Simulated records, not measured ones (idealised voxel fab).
A process module follows: voxel self aligned vias.
The width of the displayed cross-section, cut, is 285 nm; its cells are square, with a size of 5 nm.
How to read a cross-section here: the picture is a grid of square cells, written as bands going from the top down, and any band can span one or more rows of cells.
It is stipulated that each band's entry specify, in nanometres, the height of the top of the band and then that of its bottom, followed by the materials of the band in left-to-right sequence, each together with its width in nanometres. A single material marked by the word "throughout" is understood to fill the band from edge to edge; the word "air" is understood to denote empty space.
Beneath 0, the wafer as received is one material, and that level is where height counting begins. The lowest band goes on downward without a bottom; it is written like "0 down".
Graded width ("30->40"): value in top row of band = first number; value in bottom row = second number; row-to-row change constant.
Reading "nothing got changed" for a step: not a cell of the cross-section changed in it.
What "Sealed void list" gives you is every empty space of 8 cells or more that is cut off from the top. Each appears as width x height at distance, with the distance taken from the left edge and width, height and distance all in nm.
On a step's line, text after the settings is the simulator commenting on that step.
Among the settings permitted on a step's line is "overlay nm"; applied to a step with a mask, it specifies the extent to which the mask lay to the right of its planned position, whereas a negative figure signifies a position to the left.
# Process steps foreseen in the plan
step 1: RECEIVE,material Si
step 2: CONFORMAL_DEP,material SiO2,thk nm 10
step 3: CONFORMAL_DEP,material SiCN,thk nm 5
step 4: DIRECTIONAL_DEP,material SiO2,thk nm 30
step 5: PATTERN,tone open,mask id LINES,material resist,width nm 30,pitch nm 60,thk nm 15,overlay nm 0
step 6: DIRECTIONAL_ETCH,etch materials SiO2,depth nm 30
step 7: STRIP,etch materials resist
step 8: CONFORMAL_DEP,material TiN,thk nm 5
step 9: FILL_DEP,material W,thk nm 5
step 10: CMP,height nm 45
step 11: SELECTIVE_ETCH,etch materials W Ru TiN,depth nm 10
step 12: FILL_DEP,material SiN,thk nm 5
step 13: CMP,height nm 45
step 14: DIRECTIONAL_DEP,material SiO2,thk nm 15
step 15: MASKED_ETCH,tone open,mask id VIAS,width nm 30,pitch nm 60,etch materials SiO2,depth nm 15,overlay nm 0
step 16: MASKED_ETCH,tone open,mask id VIAS,width nm 40,pitch nm 60,etch materials SiN,depth nm 10,overlay nm 0
step 17: CONFORMAL_DEP,material TiN,thk nm 5
step 18: FILL_DEP,material W,thk nm 10
step 19: CMP,height nm 60
step 20: CONFORMAL_DEP,material SiCN,thk nm 5
Be aware that, although all wafers share a common starting state, the width nm at step 15 differs among them, and the plan displays the first wafer's value.
# Step 1 complete: as-received cross-section of the first of several wafers
* 0 down = Si throughout
* Sealed void list: none
# Every row in this table is a wafer at the end of the module, and it gives, for each of the materials, the cells that wafer has gained (+) or lost (-) since it was received, then its closed voids
width nm 30, +114 SiCN, +519 SiO2, +52 TiN, +56 W, Sealed void list: none
width nm 35, +114 SiCN, +513 SiO2, +54 TiN, +60 W, Sealed void list: none
width nm 40, +114 SiCN, +507 SiO2, +56 TiN, +64 W, Sealed void list: none
width nm 45, +114 SiCN, +501 SiO2, +58 TiN, +68 W, Sealed void list: none
